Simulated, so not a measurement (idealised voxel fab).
process module | voxel released beams
cross-section cut | 140 nm wide | cells 5 nm
A cross-section is a grid of square cells, given in bands from the top down. A band is one or more rows of cells.
Each band's line starts with the height of the band's top and of its bottom, in nm. Then come its materials from left to right, each with its width in nm. One material with "throughout" fills the band from edge to edge. "air" is empty space.
Height 0 is the level under which the wafer as received is all one material. The lowest band goes on downwards, as in "0 down".
A width such as "30 to 40" changes by the same amount from each row of cells to the next, from the band's top row to its bottom row.
"no change" after a step means that no cell of the cross-section changed.
closed voids: empty space of 8 cells or more with no open way to the top, each as width x height at its distance from the left edge, in nm
after a step's settings: what the simulator itself notes on the step
overlay nm, on a step with a mask: how far to the right of its planned place the mask lay; to the left if negative
plan
1 op RECEIVE | material Si
2 op CONFORMAL_DEP | material SiN | thk nm 5
3 op DIRECTIONAL_DEP | material SiO2 | thk nm 10
4 op DIRECTIONAL_DEP | material aC | thk nm 15
5 op PATTERN | tone open | mask id ANCHOR | material resist | width nm 25 | thk nm 30 | overlay nm 0
6 op DIRECTIONAL_ETCH | etch materials aC | depth nm 15
7 op STRIP | etch materials resist
8 op DIRECTIONAL_ETCH | etch materials SiO2 | depth nm 10
9 op STRIP | etch materials aC
10 op CONFORMAL_DEP | material W | thk nm 10
11 op MASKED_ETCH | tone cover | mask id BEAM | width nm 70 | etch materials W | depth nm 10 | overlay nm 0
12 op STRIP | etch materials SiO2
first wafer, as planned
as received, after step 1
  0 down: Si throughout
  closed voids: none
after step 2
  5 to 0: SiN throughout
  below 0: unchanged
after step 3
  15 to 5: SiO2 throughout
  below 5: unchanged
after step 4
  30 to 15: aC throughout
  below 15: unchanged
after step 5
  60 to 30: resist 35 | air 25 | resist 80
  below 30: unchanged
after step 6
  45 to 30: resist 35 | air 25 | resist 80
  30 to 15: aC 35 | air 25 | aC 80
  below 15: unchanged
after step 7
  30 to 15: aC 35 | air 25 | aC 80
  below 15: unchanged
after step 8
  30 to 15: aC 35 | air 25 | aC 80
  15 to 5: SiO2 35 | air 25 | SiO2 80
  below 5: unchanged
after step 9
  15 to 5: SiO2 35 | air 25 | SiO2 80
  below 5: unchanged
after step 10
  25 to 15: W 45 | air 5 | W 90
  15 to 5: SiO2 35 | W 25 | SiO2 80
  below 5: unchanged
after step 11
  25 to 15: air 30 | W 15 | air 5 | W 50 | air 40
  below 15: unchanged
after step 12
  25 to 15: air 30 | W 15 | air 5 | W 50 | air 40
  15 to 5: air 35 | W 25 | air 80
  below 5: unchanged
second wafer: like start, like plan, one mistake. Through step 4 it matches the first wafer
when step 5 should have ended
  60 to 30: resist 30 | air 25 | resist 85
  below 30: unchanged
when step 6 should have ended
  45 to 30: resist 30 | air 25 | resist 85
  30 to 15: aC 30 | air 25 | aC 85
  below 15: unchanged
when step 7 should have ended
  30 to 15: aC 30 | air 25 | aC 85
  below 15: unchanged
when step 8 should have ended
  30 to 15: aC 30 | air 25 | aC 85
  15 to 5: SiO2 30 | air 25 | SiO2 85
  below 5: unchanged
when step 9 should have ended
  15 to 5: SiO2 30 | air 25 | SiO2 85
  below 5: unchanged
when step 10 should have ended
  25 to 15: W 40 | air 5 | W 95
  15 to 5: SiO2 30 | W 25 | SiO2 85
  below 5: unchanged
when step 11 should have ended
  25 to 15: air 30 | W 10 | air 5 | W 55 | air 40
  below 15: unchanged
when step 12 should have ended
  25 to 15: air 30 | W 10 | air 5 | W 55 | air 40
  15 to 5: air 30 | W 25 | air 85
  below 5: unchanged
what went wrong: step 5 ran as: op PATTERN | tone open | mask id ANCHOR | material resist | width nm 25 | thk nm 30 | overlay nm -5
at the end the second wafer has, in cells: as many of each material as the first, in other places
